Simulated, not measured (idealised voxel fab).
Name of the process module below: voxel ribs on slabs
Cross-section cut: width 270 nm, square cells of 5 nm.
Just so we're on the same page, the cross-sections are grids of square cells, and they're listed out in bands top to bottom, each band one or more rows deep. Basically the band line says how high the top is and how high the bottom is, in nm, and then what's in it from left to right, every material with its width in nm. Empty space shows up as "empty", and if a single material carries "edge to edge" it runs the full band edge to edge. Below 0: as-received wafer, all one material; heights counted from there. Lowest band: no bottom, goes on down, written "0 and below". The two numbers in a width such as "30..40" mark its ends across the band: the first belongs to the top row of cells, the second to the bottom row, and from each row to the next the width moves by the same amount. It should be understood that the words "stayed the same", when stated for a given step, signify that the cross-section underwent no change in any of its cells during that step. Heads up: "Entrapped void list" only lists the empty pockets with no open path to the top that are 8 cells or more, and it writes them as width x height at distance, distance from the left edge, in nm. On each step's line, the part that comes after the settings is the simulator's own comment on the step. If you see "overlay nm" on a step's line and that step has a mask, it's telling you how far right of where it was planned the mask ended up; a negative number means it went left instead.
## Steps in the process plan
| 1 | RECEIVE,material Si |
| 2 | DIRECTIONAL_DEP,material SiO2,thk nm 25 |
| 3 | DIRECTIONAL_DEP,material polySi,thk nm 15 |
| 4 | DIRECTIONAL_DEP,material aC,thk nm 15 |
| 5 | PATTERN,tone cover,mask id RIB,material resist,width nm 20,thk nm 30,overlay nm 0 |
| 6 | DIRECTIONAL_ETCH,etch materials aC,depth nm 15 |
| 7 | STRIP,etch materials resist |
| 8 | DIRECTIONAL_ETCH,etch materials polySi,depth nm 10 |
| 9 | STRIP,etch materials aC |
| 10 | MASKED_ETCH,tone cover,mask id SLAB,width nm 50,etch materials polySi,depth nm 5,overlay nm 0 |
| 11 | FILL_DEP,material SiO2,thk nm 25 |
| 12 | CMP,height nm 55 |
| 13 | DIRECTIONAL_DEP,material W,thk nm 5 |
| 14 | DIRECTIONAL_DEP,material aC,thk nm 10 |
| 15 | PATTERN,tone cover,mask id HEATER,material resist,width nm 30,thk nm 25,overlay nm 0 |
| 16 | DIRECTIONAL_ETCH,etch materials aC,depth nm 10 |
| 17 | STRIP,etch materials resist |
| 18 | DIRECTIONAL_ETCH,etch materials W,depth nm 5 |
| 19 | STRIP,etch materials aC |
| 20 | CONFORMAL_DEP,material SiN,thk nm 10 |
## Cross-section of the wafer at receipt, which is the condition after step 1
0 and below  Si edge to edge
Entrapped void list: none
## Module complete - cross-section of the first of two wafers, run according to plan
70 down to 65  110 empty, 50 SiN, 110 empty
65 down to 60  SiN edge to edge
60 down to 55  120 SiN, 30 W, 120 SiN
55 down to 40  SiO2 edge to edge
40 down to 30  125 SiO2, 20 polySi, 125 SiO2
30 down to 25  110 SiO2, 50 polySi, 110 SiO2
25 down to 0  SiO2 edge to edge
0 and below  Si edge to edge
Entrapped void list: none
## Cross-sectional view of the second of two wafers upon completion of the module. This wafer shared its starting condition and process plan with the first; one error was made during its execution
60 down to 55  120 empty, 30 W, 120 empty
55 down to 40  SiO2 edge to edge
40 down to 30  125 SiO2, 20 polySi, 125 SiO2
30 down to 25  110 SiO2, 50 polySi, 110 SiO2
25 down to 0  SiO2 edge to edge
0 and below  Si edge to edge
Entrapped void list: none
Plan not followed: step 20 of the plan did not run at all; it was left out
Counted in cells at the end, the second wafer holds more or fewer of these materials than the first: SiN: 112 fewer
